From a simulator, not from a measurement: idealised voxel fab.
The following process module bears the name voxel trench capacitor.
Section cut is 275 nm wide and gridded with 5 nm square cells.
Reading order for cross-sections: top band down to bottom band. Underlying form: a grid of square cells. Band size: one or more rows of cells. What a band's entry tells you: where the top is and where the bottom is, as heights in nm, and after that what lies inside, material by material from left to right, each with its width in nm. Empty space is written as the word "blank", and a single material marked with the word "full width" occupies the band from edge to edge. The level at which height equals 0 is the one under which the wafer, as it arrives, is entirely one material. No lower edge exists for the bottom band, which continues downward and is notated as in "z 0 and below". Width spec "30->40" -> top row of cells at first value, bottom row at second value, equal per-row change in between. Key: "nothing altered" - step with no changed cell in the cross-section. "Closed void register" contains a list of empty spaces, each no smaller than 8 cells and without an open way to the top, written in the form width x height at distance with the distance from the left edge and all three in nm. Heads up: the bit after the settings on a step's line is the simulator's remark on that step. "overlay nm" answers the question of how far to the right of plan the mask lay on a step that has a mask, and when it is negative the answer is to the left.
## Listed below are the process steps as planned
step 1: RECEIVE (material Si)
step 2: CONFORMAL_DEP (material SiN; thk nm 10)
step 3: DIRECTIONAL_DEP (material aC; thk nm 10)
step 4: PATTERN (tone open; mask id TRENCH; material resist; width nm 25; pitch nm 40; thk nm 25; overlay nm 0)
step 5: DIRECTIONAL_ETCH (etch materials aC; depth nm 10)
step 6: STRIP (etch materials resist)
step 7: DIRECTIONAL_ETCH (etch materials SiN; depth nm 10)
step 8: DIRECTIONAL_ETCH (etch materials Si; depth nm 30)
step 9: STRIP (etch materials aC)
step 10: CONFORMAL_DEP (material HfO2; thk nm 5)
step 11: CONFORMAL_DEP (material TiN; thk nm 5)
step 12: FILL_DEP (material W; thk nm 10)
step 13: CMP (height nm 10)
## This is the cross-section of the wafer as we received it, i.e. after step 1
- z 0 and below | Si full width
- Closed void register: none
## Cross-sectional image of the first of two wafers at the end of the module, the run having proceeded as planned
- z 10 to 0 | SiN=105  HfO2=5  TiN=5  W=5  TiN=5  HfO2=5  SiN=15  HfO2=5  TiN=5  W=5  TiN=5  HfO2=5  SiN=105
- z 0 to -20 | Si=105  HfO2=5  TiN=5  W=5  TiN=5  HfO2=5  Si=15  HfO2=5  TiN=5  W=5  TiN=5  HfO2=5  Si=105
- z -20 to -25 | Si=105  HfO2=5  TiN=15  HfO2=5  Si=15  HfO2=5  TiN=15  HfO2=5  Si=105
- z -25 to -30 | Si=105  HfO2=25  Si=15  HfO2=25  Si=105
- z -30 and below | Si full width
- Closed void register: none
## Second wafer of the two, sectioned at the end of the module. It began like the first and followed the same plan, but one mistake was made while running it
- z 10 to 0 | SiN=105  HfO2=5  TiN=5  W=5  TiN=5  HfO2=5  SiN=15  HfO2=5  TiN=5  W=5  TiN=5  HfO2=5  SiN=105
- z 0 to -50 | Si=105  HfO2=5  TiN=5  W=5  TiN=5  HfO2=5  Si=15  HfO2=5  TiN=5  W=5  TiN=5  HfO2=5  Si=105
- z -50 to -55 | Si=105  HfO2=5  TiN=15  HfO2=5  Si=15  HfO2=5  TiN=15  HfO2=5  Si=105
- z -55 to -60 | Si=105  HfO2=25  Si=15  HfO2=25  Si=105
- z -60 and below | Si full width
- Closed void register: none
Short version of what went wrong: twice, step 8 of the plan was run
FYI, end of process, the second wafer has more or fewer cells of some materials than the first: +24 HfO2 | -60 Si | +24 TiN | +12 W
